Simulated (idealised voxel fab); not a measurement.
process module | voxel spacer lines
cross-section cut | 265 nm wide | cells 5 nm
A cross-section is a grid of square cells, given in bands from the top down. A band is one or more rows of cells.
Each band's line starts with the height of the band's top and of its bottom, in nm. Then come its materials from left to right, each with its width in nm. One material with "throughout" fills the band from edge to edge. "air" is empty space.
Height 0 is the level under which the wafer as received is all one material. The lowest band goes on downwards, as in "0 down".
A width such as "30 to 40" changes by the same amount from each row of cells to the next, from the band's top row to its bottom row.
"no change" after a step means that no cell of the cross-section changed.
closed voids: empty space of 8 cells or more with no open way to the top, each as width x height at its distance from the left edge, in nm
after a step's settings: what the simulator itself notes on the step
overlay nm, on a step with a mask: how far to the right of its planned place the mask lay; to the left if negative
plan
1 op RECEIVE | material Si
2 op CONFORMAL_DEP | material Al2O3 | thk nm 10
3 op DIRECTIONAL_DEP | material TiN | thk nm 10
4 op DIRECTIONAL_DEP | material aC | thk nm 25
5 op PATTERN | tone cover | mask id MANDREL | material resist | width nm 20 | pitch nm 70 | thk nm 35 | overlay nm 0
6 op DIRECTIONAL_ETCH | etch materials aC | depth nm 25
7 op STRIP | etch materials resist
8 op CONFORMAL_DEP | material SiO2 | thk nm 15
9 op DIRECTIONAL_ETCH | etch materials SiO2 | depth nm 15
10 op STRIP | etch materials aC
11 op DIRECTIONAL_ETCH | etch materials TiN | depth nm 10
12 op STRIP | etch materials SiO2
as received, after step 1
  0 down: Si throughout
  closed voids: none
first wafer at the end, as planned
  20 to 10: air 35 | TiN 15 | air 20 | TiN 15 | air 20 | TiN 15 | air 20 | TiN 15 | air 20 | TiN 15 | air 20 | TiN 15 | air 40
  10 to 0: Al2O3 throughout
  0 down: Si throughout
  closed voids: none
second wafer at the end: like start, like plan, one mistake
  10 to 0: air 35 | TiN 15 | air 20 | TiN 15 | air 20 | TiN 15 | air 20 | TiN 15 | air 20 | TiN 15 | air 20 | TiN 15 | air 40
  0 down: Si throughout
  closed voids: none
what went wrong: step 2 was left out
at the end the second wafer has, in cells: 106 fewer of Al2O3
